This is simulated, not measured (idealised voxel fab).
Title: Process Module voxel spacer lines
This is section cut - it's 270 nm across, gridded in 5 nm square cells.
Think of the cross-section as a grid of square cells. We describe it in bands, top to bottom, and each band covers one or more rows of those cells.
Band: top height; bottom height; in nm. Then, left to right: material with width in nm, for each material. "everywhere": a single material spanning edge to edge. "blank": empty space.
Height 0 is the level under which the wafer as received is all one material. The lowest band goes on downwards, as in "0 -> down".
Think of "30..40" as a width that walks from the first number to the second as you go down the band, top row to bottom row, taking equal-sized steps from row to row.
It should be understood that the words "remained the same", when stated for a given step, signify that the cross-section underwent no change in any of its cells during that step.
This entry, "Closed void inventory", enumerates those empty regions of no fewer than 8 cells that possess no open connection to the top. Each region is reported in the form width x height at distance, the distance being taken from the left edge, with all three quantities expressed in nm.
It should be noted that, on the line of a given step, the content following the step's settings is a remark produced by the simulator itself with respect to that step.
The line of a step may include "overlay nm". On a step with a mask, this value is how far to the right of its planned place the mask lay. A negative value means the mask lay to the left.
# plan
1,RECEIVE: material Si
2,CONFORMAL_DEP: material Al2O3, thk nm 5
3,DIRECTIONAL_DEP: material SiN, thk nm 15
4,DIRECTIONAL_DEP: material aC, thk nm 20
5,PATTERN: tone cover, mask id MANDREL, material resist, width nm 25, pitch nm 70, thk nm 25, overlay nm 0
6,DIRECTIONAL_ETCH: etch materials aC, depth nm 20
7,STRIP: etch materials resist
8,CONFORMAL_DEP: material SiO2, thk nm 10
9,DIRECTIONAL_ETCH: etch materials SiO2, depth nm 10
10,STRIP: etch materials aC
11,DIRECTIONAL_ETCH: etch materials SiN, depth nm 15
12,STRIP: etch materials SiO2
13,FILL_DEP: material SiO2, thk nm 10
14,CMP: height nm 20
# as received, after step 1
> 0 -> down  Si everywhere
> Closed void inventory: none
# First of two wafers, end-of-module section, run followed plan
> 20 -> 5  SiO2: 40 | SiN: 10 | SiO2: 25 | SiN: 10 | SiO2: 25 | SiN: 10 | SiO2: 25 | SiN: 10 | SiO2: 25 | SiN: 10 | SiO2: 25 | SiN: 10 | SiO2: 45
> 5 -> 0  Al2O3 everywhere
> 0 -> down  Si everywhere
> Closed void inventory: none
# Now the second wafer, cross-sectioned at the end of the module. Nothing different at the start, nothing different in the plan compared with the first, just one mistake when it was actually run
> 20 -> 5  aC everywhere
> 5 -> 0  Al2O3 everywhere
> 0 -> down  Si everywhere
> Closed void inventory: none
Diagnosis: note: step 3 <-> step 4, run order reversed vs plan
In the final state, the cell counts of the second wafer exceed or fall short of those of the first for the following materials: SiN: 36 fewer | SiO2: 126 fewer | aC: 162 more
